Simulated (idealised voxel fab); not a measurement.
process module | voxel released beams
cross-section cut | 285 nm wide | cells 5 nm
A cross-section is a grid of square cells, given in bands from the top down. A band is one or more rows of cells.
Each band's line starts with the height of the band's top and of its bottom, in nm. Then come its materials from left to right, each with its width in nm. One material with "throughout" fills the band from edge to edge. "air" is empty space.
Height 0 is the level under which the wafer as received is all one material. The lowest band goes on downwards, as in "0 down".
A width such as "30 to 40" changes by the same amount from each row of cells to the next, from the band's top row to its bottom row.
"no change" after a step means that no cell of the cross-section changed.
closed voids: empty space of 8 cells or more with no open way to the top, each as width x height at its distance from the left edge, in nm
after a step's settings: what the simulator itself notes on the step
overlay nm, on a step with a mask: how far to the right of its planned place the mask lay; to the left if negative
plan
1 op RECEIVE | material Si
2 op CONFORMAL_DEP | material SiN | thk nm 10
3 op DIRECTIONAL_DEP | material SiO2 | thk nm 10
4 op MASKED_ETCH | tone open | mask id ANCHOR | width nm 30 | etch materials SiO2 | depth nm 10 | overlay nm 0
5 op CONFORMAL_DEP | material polySi | thk nm 10
6 op DIRECTIONAL_DEP | material aC | thk nm 15
7 op PATTERN | tone cover | mask id BEAM | material resist | width nm 110 | thk nm 30 | overlay nm 0
8 op DIRECTIONAL_ETCH | etch materials aC | depth nm 5
9 op STRIP | etch materials resist
10 op DIRECTIONAL_ETCH | etch materials polySi | depth nm 10
11 op STRIP | etch materials aC
12 op STRIP | etch materials SiO2
varied across the wafers: depth nm of step 8. The plan shows the first wafer's value. All wafers start alike
first wafer as received, after step 1
  0 down: Si throughout
  closed voids: none
each wafer at the end: cells of each material gained (+) or lost (-) since it was received, then its closed voids
depth nm 5 | +114 SiN | +102 SiO2 | +122 polySi | closed voids: none
depth nm 10 | +114 SiN | +102 SiO2 | +122 polySi | closed voids: none
depth nm 15 | +114 SiN | +52 polySi | closed voids: none
depth nm 20 | +114 SiN | +52 polySi | closed voids: none
depth nm 25 | +114 SiN | +52 polySi | closed voids: none
depth nm 30 | +114 SiN | +52 polySi | closed voids: none
